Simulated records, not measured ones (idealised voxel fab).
You're looking at the process module voxel capacitor over wiring.
Square cell edge 5 nm, section width 280 nm, ID cut.
A cross-section is a grid of square cells, given in bands from the top down. A band is one or more rows of cells.
A band entry consists of two parts. The first gives the height of the band's top and the height of its bottom, in nm. The rest lists the band's materials from left to right, each with its width in nm. A single material labelled with the word "throughout" fills the band from edge to edge, and the word "air" marks empty space.
Beneath 0, the wafer as received is one material, and that level is where height counting begins. The lowest band goes on downward without a bottom; it is written like "top 0, no bottom".
A width such as "30..40" changes by the same amount from each row of cells to the next, from the band's top row to its bottom row.
Where a step carries "remained the same", the cross-section came out of it unchanged, cell for cell.
The entry titled "Closed internal voids" provides the empty spaces that have no open way to the top, restricted to those of 8 cells or more. Each is presented as width x height at distance, the distance being measured from the left edge, with all three in nm.
Formally, on a step line, whatever follows the settings is a remark that the simulator itself makes on the step.
The "overlay nm" setting may appear on a step's line; for a step that uses a mask, it gives how far to the right of its planned position the mask lay, and a negative value indicates the left.
Heads up before you read on: it's before/after pairs around one process step each, after side only down to the lowest band that changed, step plus settings under the pair. Pairs can be from different runs of this module, same starting wafer, so only chain a pair onto the one above if its "Pre-step" entry says so.
Pre-step:
	top 85, bottom 80  90 air | 75 TiN | 115 air
	top 80, bottom 75  90 air | 75 HfO2 | 115 air
	top 75, bottom 65  TiN throughout
	top 65, bottom 45  90 SiO2 | 5 TiN | 5 Cu | 5 TiN | 175 SiO2
	top 45, bottom 40  90 SiCN | 15 TiN | 175 SiCN
	top 40, bottom 20  75 SiO2 | 35 W | 65 SiO2 | 35 W | 70 SiO2
	top 20, bottom 15  75 SiO2 | 35 TiN | 65 SiO2 | 35 TiN | 70 SiO2
	top 15, bottom 0  SiO2 throughout
	top 0, no bottom  Si throughout
	Closed internal voids: none
As Processed:
	top 85, bottom 80  90 air | 75 TiN | 115 air
	top 80, bottom 75  90 air | 75 HfO2 | 115 air
	top 75, bottom 65  85 air | 85 TiN | 110 air
	Below a height of 65, the structure has not been altered.
	Closed internal voids: none
What step was run between the cross-section before it and the cross-section after it, both above? MASKED_ETCH (tone cover; mask id LOWER_PLATE; width nm 85; etch materials TiN; depth nm 10; overlay nm 0)
Pre-step: The pre-step condition corresponds to the post-step cross-section depicted in the pair directly above.
As Processed:
	top 105, bottom 85  SiO2 throughout
	top 85, bottom 80  90 SiO2 | 75 TiN | 115 SiO2
	top 80, bottom 75  90 SiO2 | 75 HfO2 | 115 SiO2
	top 75, bottom 65  85 SiO2 | 85 TiN | 110 SiO2
	Below a height of 65, the structure has not been altered.
	Closed internal voids: none
What step was run between the cross-section before it and the cross-section after it, both above? FILL_DEP (material SiO2; thk nm 20)
Pre-step: The pre-step condition corresponds to the post-step cross-section depicted in the pair directly above.
As Processed:
	top 100, bottom 85  SiO2 throughout
	Below a height of 85, the structure has not been altered.
	Closed internal voids: none
What step was run between the cross-section before it and the cross-section after it, both above? CMP (height nm 100)
Pre-step: The pre-step condition corresponds to the post-step cross-section depicted in the pair directly above.
As Processed:
	top 115, bottom 100  aC throughout
	Below a height of 100, the structure has not been altered.
	Closed internal voids: none
What step was run between the cross-section before it and the cross-section after it, both above? DIRECTIONAL_DEP (material aC; thk nm 15)
Pre-step: The pre-step condition corresponds to the post-step cross-section depicted in the pair directly above.
As Processed:
	top 150, bottom 115  100 resist | 15 air | 165 resist
	Below a height of 115, the structure has not been altered.
	Closed internal voids: none
What step was run between the cross-section before it and the cross-section after it, both above? PATTERN (tone open; mask id PLUG_2; material resist; width nm 15; thk nm 35; overlay nm 0)
Pre-step: The pre-step condition corresponds to the post-step cross-section depicted in the pair directly above.
As Processed:
	top 135, bottom 115  100 resist | 15 air | 165 resist
	top 115, bottom 100  100 aC | 15 air | 165 aC
	Below a height of 100, the structure has not been altered.
	Closed internal voids: none
What step was run between the cross-section before it and the cross-section after it, both above? DIRECTIONAL_ETCH (etch materials aC; depth nm 15)
Pre-step: The pre-step condition corresponds to the post-step cross-section depicted in the pair directly above.
As Processed:
	top 115, bottom 100  100 aC | 15 air | 165 aC
	Below a height of 100, the structure has not been altered.
	Closed internal voids: none
What step was run between the cross-section before it and the cross-section after it, both above? STRIP (etch materials resist)
Pre-step: The pre-step condition corresponds to the post-step cross-section depicted in the pair directly above.
As Processed:
	top 115, bottom 100  100 aC | 15 air | 165 aC
	top 100, bottom 85  100 SiO2 | 15 air | 165 SiO2
	Below a height of 85, the structure has not been altered.
	Closed internal voids: none
What step was run between the cross-section before it and the cross-section after it, both above? DIRECTIONAL_ETCH (etch materials SiO2; depth nm 15)
Pre-step: The pre-step condition corresponds to the post-step cross-section depicted in the pair directly above.
As Processed:
	top 100, bottom 85  100 SiO2 | 15 air | 165 SiO2
	Below a height of 85, the structure has not been altered.
	Closed internal voids: none
What step was run between the cross-section before it and the cross-section after it, both above? STRIP (etch materials aC)
Pre-step: The pre-step condition corresponds to the post-step cross-section depicted in the pair directly above.
As Processed:
	top 105, bottom 100  105 TiN | 5 air | 170 TiN
	top 100, bottom 90  100 SiO2 | 5 TiN | 5 air | 5 TiN | 165 SiO2
	top 90, bottom 80  100..90 SiO2 | 15..75 TiN | 165..115 SiO2
	Below a height of 80, the structure has not been altered.
	Closed internal voids: none
What step was run between the cross-section before it and the cross-section after it, both above? CONFORMAL_DEP (material TiN; thk nm 5)
Pre-step: The pre-step condition corresponds to the post-step cross-section depicted in the pair directly above.
As Processed:
	top 115, bottom 105  Ru throughout
	top 105, bottom 100  105 TiN | 5 Ru | 170 TiN
	top 100, bottom 90  100 SiO2 | 5 TiN | 5 Ru | 5 TiN | 165 SiO2
	Below a height of 90, the structure has not been altered.
	Closed internal voids: none
What step was run between the cross-section before it and the cross-section after it, both above? FILL_DEP (material Ru; thk nm 10)
Pre-step: The pre-step condition corresponds to the post-step cross-section depicted in the pair directly above.
As Processed:
	top 100, bottom 90  100 SiO2 | 5 TiN | 5 Ru | 5 TiN | 165 SiO2
	Below a height of 90, the structure has not been altered.
	Closed internal voids: none
What step was run between the cross-section before it and the cross-section after it, both above? CMP (height nm 100)
Pre-step: The pre-step condition corresponds to the post-step cross-section depicted in the pair directly above.
As Processed:
	top 105, bottom 100  SiCN throughout
	Below a height of 100, the structure has not been altered.
	Closed internal voids: none
What step was run between the cross-section before it and the cross-section after it, both above? CONFORMAL_DEP (material SiCN; thk nm 5)
Pre-step:
	top 115, bottom 100  aC throughout
	top 100, bottom 85  SiO2 throughout
	top 85, bottom 80  90 SiO2 | 75 TiN | 115 SiO2
	top 80, bottom 75  90 SiO2 | 75 HfO2 | 115 SiO2
	top 75, bottom 65  85 SiO2 | 85 TiN | 110 SiO2
	top 65, bottom 45  90 SiO2 | 5 TiN | 5 Cu | 5 TiN | 175 SiO2
	top 45, bottom 40  90 SiCN | 15 TiN | 175 SiCN
	top 40, bottom 20  75 SiO2 | 30 W | 70 SiO2 | 30 W | 75 SiO2
	top 20, bottom 15  75 SiO2 | 30 TiN | 70 SiO2 | 30 TiN | 75 SiO2
	top 15, bottom 0  SiO2 throughout
	top 0, no bottom  Si throughout
	Closed internal voids: none
As Processed:
	top 150, bottom 115  95 resist | 15 air | 170 resist
	Below a height of 115, the structure has not been altered.
	Closed internal voids: none
What step was run between the cross-section before it and the cross-section after it, both above? PATTERN (tone open; mask id PLUG_2; material resist; width nm 15; thk nm 35; overlay nm -5)
Pre-step: The pre-step condition corresponds to the post-step cross-section depicted in the pair directly above.
As Processed:
	top 135, bottom 115  95 resist | 15 air | 170 resist
	top 115, bottom 100  95 aC | 15 air | 170 aC
	Below a height of 100, the structure has not been altered.
	Closed internal voids: none
What step was run between the cross-section before it and the cross-section after it, both above? DIRECTIONAL_ETCH (etch materials aC; depth nm 15)
Pre-step: The pre-step condition corresponds to the post-step cross-section depicted in the pair directly above.
As Processed:
	top 115, bottom 100  95 aC | 15 air | 170 aC
	Below a height of 100, the structure has not been altered.
	Closed internal voids: none
What step was run between the cross-section before it and the cross-section after it, both above? STRIP (etch materials resist)
Pre-step: The pre-step condition corresponds to the post-step cross-section depicted in the pair directly above.
As Processed:
	top 115, bottom 100  95 aC | 15 air | 170 aC
	top 100, bottom 85  95 SiO2 | 15 air | 170 SiO2
	Below a height of 85, the structure has not been altered.
	Closed internal voids: none
What step was run between the cross-section before it and the cross-section after it, both above? DIRECTIONAL_ETCH (etch materials SiO2; depth nm 15)
Pre-step: The pre-step condition corresponds to the post-step cross-section depicted in the pair directly above.
As Processed:
	top 100, bottom 85  95 SiO2 | 15 air | 170 SiO2
	Below a height of 85, the structure has not been altered.
	Closed internal voids: none
What step was run between the cross-section before it and the cross-section after it, both above? STRIP (etch materials aC)
Pre-step: The pre-step condition corresponds to the post-step cross-section depicted in the pair directly above.
As Processed:
	top 105, bottom 100  100 TiN | 5 air | 175 TiN
	top 100, bottom 90  95 SiO2 | 5 TiN | 5 air | 5 TiN | 170 SiO2
	top 90, bottom 80  95..90 SiO2 | 15..75 TiN | 170..115 SiO2
	Below a height of 80, the structure has not been altered.
	Closed internal voids: none
What step was run between the cross-section before it and the cross-section after it, both above? CONFORMAL_DEP (material TiN; thk nm 5)
Pre-step: The pre-step condition corresponds to the post-step cross-section depicted in the pair directly above.
As Processed:
	top 115, bottom 105  Ru throughout
	top 105, bottom 100  100 TiN | 5 Ru | 175 TiN
	top 100, bottom 90  95 SiO2 | 5 TiN | 5 Ru | 5 TiN | 170 SiO2
	Below a height of 90, the structure has not been altered.
	Closed internal voids: none
What step was run between the cross-section before it and the cross-section after it, both above? FILL_DEP (material Ru; thk nm 10)
Pre-step: The pre-step condition corresponds to the post-step cross-section depicted in the pair directly above.
As Processed:
	top 100, bottom 90  95 SiO2 | 5 TiN | 5 Ru | 5 TiN | 170 SiO2
	Below a height of 90, the structure has not been altered.
	Closed internal voids: none
What step was run between the cross-section before it and the cross-section after it, both above? CMP (height nm 100)
Pre-step: The pre-step condition corresponds to the post-step cross-section depicted in the pair directly above.
As Processed:
	top 105, bottom 100  SiCN throughout
	Below a height of 100, the structure has not been altered.
	Closed internal voids: none
What step was run between the cross-section before it and the cross-section after it, both above? CONFORMAL_DEP (material SiCN; thk nm 5)
Pre-step:
	top 100, bottom 90  100 SiO2 | 5 TiN | 5 Ru | 5 TiN | 165 SiO2
	top 90, bottom 80  100..90 SiO2 | 15..75 TiN | 165..115 SiO2
	top 80, bottom 75  90 SiO2 | 75 HfO2 | 115 SiO2
	top 75, bottom 65  85 SiO2 | 85 TiN | 110 SiO2
	top 65, bottom 45  90 SiO2 | 5 TiN | 5 Cu | 5 TiN | 175 SiO2
	top 45, bottom 40  90 SiCN | 15 TiN | 175 SiCN
	top 40, bottom 20  75 SiO2 | 30 W | 70 SiO2 | 30 W | 75 SiO2
	top 20, bottom 15  75 SiO2 | 30 TiN | 70 SiO2 | 30 TiN | 75 SiO2
	top 15, bottom 0  SiO2 throughout
	top 0, no bottom  Si throughout
	Closed internal voids: none
As Processed:
	top 105, bottom 100  Cu throughout
	Below a height of 100, the structure has not been altered.
	Closed internal voids: none
What step was run between the cross-section before it and the cross-section after it, both above? CONFORMAL_DEP (material Cu; thk nm 5)
Pre-step:
	top 100, bottom 85  aC throughout
	top 85, bottom 80  TiN throughout
	top 80, bottom 75  HfO2 throughout
	top 75, bottom 65  TiN throughout
	top 65, bottom 45  90 SiO2 | 5 TiN | 5 Cu | 5 TiN | 175 SiO2
	top 45, bottom 40  90 SiCN | 15 TiN | 175 SiCN
	top 40, bottom 20  75 SiO2 | 30 W | 70 SiO2 | 30 W | 75 SiO2
	top 20, bottom 15  75 SiO2 | 30 TiN | 70 SiO2 | 30 TiN | 75 SiO2
	top 15, bottom 0  SiO2 throughout
	top 0, no bottom  Si throughout
	Closed internal voids: none
As Processed:
	top 130, bottom 100  90 resist | 75 air | 115 resist
	Below a height of 100, the structure has not been altered.
	Closed internal voids: none
What step was run between the cross-section before it and the cross-section after it, both above? PATTERN (tone open; mask id UPPER_PLATE; material resist; width nm 75; thk nm 30; overlay nm 0)
Pre-step: The pre-step condition corresponds to the post-step cross-section depicted in the pair directly above.
As Processed:
	top 115, bottom 100  90 resist | 75 air | 115 resist
	top 100, bottom 85  90 aC | 75 air | 115 aC
	Below a height of 85, the structure has not been altered.
	Closed internal voids: none
What step was run between the cross-section before it and the cross-section after it, both above? DIRECTIONAL_ETCH (etch materials aC; depth nm 15)
Pre-step: The pre-step condition corresponds to the post-step cross-section depicted in the pair directly above.
As Processed:
	top 100, bottom 85  90 aC | 75 air | 115 aC
	Below a height of 85, the structure has not been altered.
	Closed internal voids: none
What step was run between the cross-section before it and the cross-section after it, both above? STRIP (etch materials resist)
Pre-step: The pre-step condition corresponds to the post-step cross-section depicted in the pair directly above.
As Processed:
	top 100, bottom 85  90 aC | 75 air | 115 aC
	top 85, bottom 80  90 TiN | 75 air | 115 TiN
	Below a height of 80, the structure has not been altered.
	Closed internal voids: none
What step was run between the cross-section before it and the cross-section after it, both above? DIRECTIONAL_ETCH (etch materials TiN; depth nm 5)
Pre-step: The pre-step condition corresponds to the post-step cross-section depicted in the pair directly above.
As Processed:
	top 100, bottom 85  90 aC | 75 air | 115 aC
	top 85, bottom 80  90 TiN | 75 air | 115 TiN
	top 80, bottom 75  90 HfO2 | 75 air | 115 HfO2
	Below a height of 75, the structure has not been altered.
	Closed internal voids: none
What step was run between the cross-section before it and the cross-section after it, both above? DIRECTIONAL_ETCH (etch materials HfO2; depth nm 5)
Pre-step: The pre-step condition corresponds to the post-step cross-section depicted in the pair directly above.
As Processed:
	top 85, bottom 80  90 TiN | 75 air | 115 TiN
	Below a height of 80, the structure has not been altered.
	Closed internal voids: none
What step was run between the cross-section before it and the cross-section after it, both above? STRIP (etch materials aC)
Pre-step: The pre-step condition corresponds to the post-step cross-section depicted in the pair directly above.
As Processed:
	top 85, bottom 80  85 air | 5 TiN | 75 air | 5 TiN | 110 air
	Below a height of 80, the structure has not been altered.
	Closed internal voids: none
What step was run between the cross-section before it and the cross-section after it, both above? MASKED_ETCH (tone cover; mask id LOWER_PLATE; width nm 85; etch materials TiN; depth nm 10; overlay nm 0)
Pre-step: The pre-step condition corresponds to the post-step cross-section depicted in the pair directly above.
As Processed:
	top 105, bottom 85  SiO2 throughout
	top 85, bottom 80  85 SiO2 | 5 TiN | 75 SiO2 | 5 TiN | 110 SiO2
	top 80, bottom 75  90 HfO2 | 75 SiO2 | 115 HfO2
	Below a height of 75, the structure has not been altered.
	Closed internal voids: none
What step was run between the cross-section before it and the cross-section after it, both above? FILL_DEP (material SiO2; thk nm 20)
Pre-step: The pre-step condition corresponds to the post-step cross-section depicted in the pair directly above.
As Processed:
	top 100, bottom 85  SiO2 throughout
	Below a height of 85, the structure has not been altered.
	Closed internal voids: none
What step was run between the cross-section before it and the cross-section after it, both above? CMP (height nm 100)
Pre-step: The pre-step condition corresponds to the post-step cross-section depicted in the pair directly above.
As Processed:
	top 115, bottom 100  aC throughout
	Below a height of 100, the structure has not been altered.
	Closed internal voids: none
What step was run between the cross-section before it and the cross-section after it, both above? DIRECTIONAL_DEP (material aC; thk nm 15)
Pre-step: The pre-step condition corresponds to the post-step cross-section depicted in the pair directly above.
As Processed:
	top 150, bottom 115  100 resist | 15 air | 165 resist
	Below a height of 115, the structure has not been altered.
	Closed internal voids: none
What step was run between the cross-section before it and the cross-section after it, both above? PATTERN (tone open; mask id PLUG_2; material resist; width nm 15; thk nm 35; overlay nm 0)
Pre-step: The pre-step condition corresponds to the post-step cross-section depicted in the pair directly above.
As Processed:
	top 135, bottom 115  100 resist | 15 air | 165 resist
	top 115, bottom 100  100 aC | 15 air | 165 aC
	Below a height of 100, the structure has not been altered.
	Closed internal voids: none
What step was run between the cross-section before it and the cross-section after it, both above? DIRECTIONAL_ETCH (etch materials aC; depth nm 15)
Pre-step: The pre-step condition corresponds to the post-step cross-section depicted in the pair directly above.
As Processed:
	top 115, bottom 100  100 aC | 15 air | 165 aC
	Below a height of 100, the structure has not been altered.
	Closed internal voids: none
What step was run between the cross-section before it and the cross-section after it, both above? STRIP (etch materials resist)
Pre-step: The pre-step condition corresponds to the post-step cross-section depicted in the pair directly above.
As Processed:
	top 115, bottom 100  100 aC | 15 air | 165 aC
	top 100, bottom 85  100 SiO2 | 15 air | 165 SiO2
	Below a height of 85, the structure has not been altered.
	Closed internal voids: none
What step was run between the cross-section before it and the cross-section after it, both above? DIRECTIONAL_ETCH (etch materials SiO2; depth nm 15)
Pre-step: The pre-step condition corresponds to the post-step cross-section depicted in the pair directly above.
As Processed:
	top 100, bottom 85  100 SiO2 | 15 air | 165 SiO2
	Below a height of 85, the structure has not been altered.
	Closed internal voids: none
What step was run between the cross-section before it and the cross-section after it, both above? STRIP (etch materials aC)
Pre-step: The pre-step condition corresponds to the post-step cross-section depicted in the pair directly above.
As Processed:
	top 105, bottom 100  105 TiN | 5 air | 170 TiN
	top 100, bottom 90  100 SiO2 | 5 TiN | 5 air | 5 TiN | 165 SiO2
	top 90, bottom 85  100 SiO2 | 15 TiN | 165 SiO2
	Below a height of 85, the structure has not been altered.
	Closed internal voids: none
What step was run between the cross-section before it and the cross-section after it, both above? CONFORMAL_DEP (material TiN; thk nm 5)
Pre-step: The pre-step condition corresponds to the post-step cross-section depicted in the pair directly above.
As Processed:
	top 115, bottom 105  Ru throughout
	top 105, bottom 100  105 TiN | 5 Ru | 170 TiN
	top 100, bottom 90  100 SiO2 | 5 TiN | 5 Ru | 5 TiN | 165 SiO2
	Below a height of 90, the structure has not been altered.
	Closed internal voids: none
What step was run between the cross-section before it and the cross-section after it, both above? FILL_DEP (material Ru; thk nm 10)
Pre-step: The pre-step condition corresponds to the post-step cross-section depicted in the pair directly above.
As Processed:
	top 100, bottom 90  100 SiO2 | 5 TiN | 5 Ru | 5 TiN | 165 SiO2
	Below a height of 90, the structure has not been altered.
	Closed internal voids: none
What step was run between the cross-section before it and the cross-section after it, both above? CMP (height nm 100)
Pre-step: The pre-step condition corresponds to the post-step cross-section depicted in the pair directly above.
As Processed:
	top 105, bottom 100  SiCN throughout
	Below a height of 100, the structure has not been altered.
	Closed internal voids: none
What step was run between the cross-section before it and the cross-section after it, both above? CONFORMAL_DEP (material SiCN; thk nm 5)
